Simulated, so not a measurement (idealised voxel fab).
Process module name: voxel double patterning
FYI the section here is cut, 155 nm wide, cells are 5 nm squares.
Cross-section, as written here: a square-cell grid given band by band from the top down, where a band holds one or more rows of cells.
Quick guide to a band line: top height, bottom height (nm) up front; then every material left to right with its width in nm. Only one material and it's marked "throughout"? Then it fills the band edge to edge. And "empty" just means empty space.
Height reference: 0 = level under which incoming wafer is all one material. Lowest band: no bottom, runs on downward, e.g. "z 0 and below".
With a width like "30..40", each row of cells in the band differs from the next by the same amount, the top row carrying the first number and the bottom row the second.
The designation "nothing different", where it is given for a processing step, indicates that no cell of the cross-section was altered in the course of that step.
Closed-off voids of 8+ cells (no open route to the top) go in "Voids, sealed", written width x height at distance from the left edge, in nm.
On each step's line, the part that comes after the settings is the simulator's own comment on the step.
The line of a step may include "overlay nm". On a step with a mask, this value is how far to the right of its planned place the mask lay. A negative value means the mask lay to the left.
Process steps (planned)
1) RECEIVE (material Si)
2) CONFORMAL_DEP (material SiO2; thk nm 10)
3) DIRECTIONAL_DEP (material polySi; thk nm 15)
4) DIRECTIONAL_DEP (material SiCN; thk nm 10)
5) MASKED_ETCH (tone open; mask id FIRST; width nm 15; pitch nm 50; etch materials SiCN; depth nm 10; overlay nm 0)
6) MASKED_ETCH (tone open; mask id SECOND; width nm 15; pitch nm 50; etch materials SiCN; depth nm 10; overlay nm -15)
7) DIRECTIONAL_ETCH (etch materials polySi; depth nm 15)
8) STRIP (etch materials SiCN)
Quick note for whoever runs this: the wafers start identical, but the overlay nm at step 6 isn't the same across them. The plan just shows what the first wafer had.
First wafer as received, after step 1
  z 0 and below = Si throughout
  Voids, sealed: none
The table below has one row for each wafer; a row shows, as of the end of the module, how many cells of each material the wafer has gained, marked (+), or lost, marked (-), since it was received, and then the wafer's closed voids
overlay nm -15; +62 SiO2; +54 polySi; Voids, sealed: none
overlay nm -10; +62 SiO2; +48 polySi; Voids, sealed: none
overlay nm -5; +62 SiO2; +48 polySi; Voids, sealed: none
overlay nm 0; +62 SiO2; +48 polySi; Voids, sealed: none
overlay nm 5; +62 SiO2; +48 polySi; Voids, sealed: none
overlay nm 10; +62 SiO2; +48 polySi; Voids, sealed: none
overlay nm 15; +62 SiO2; +54 polySi; Voids, sealed: none
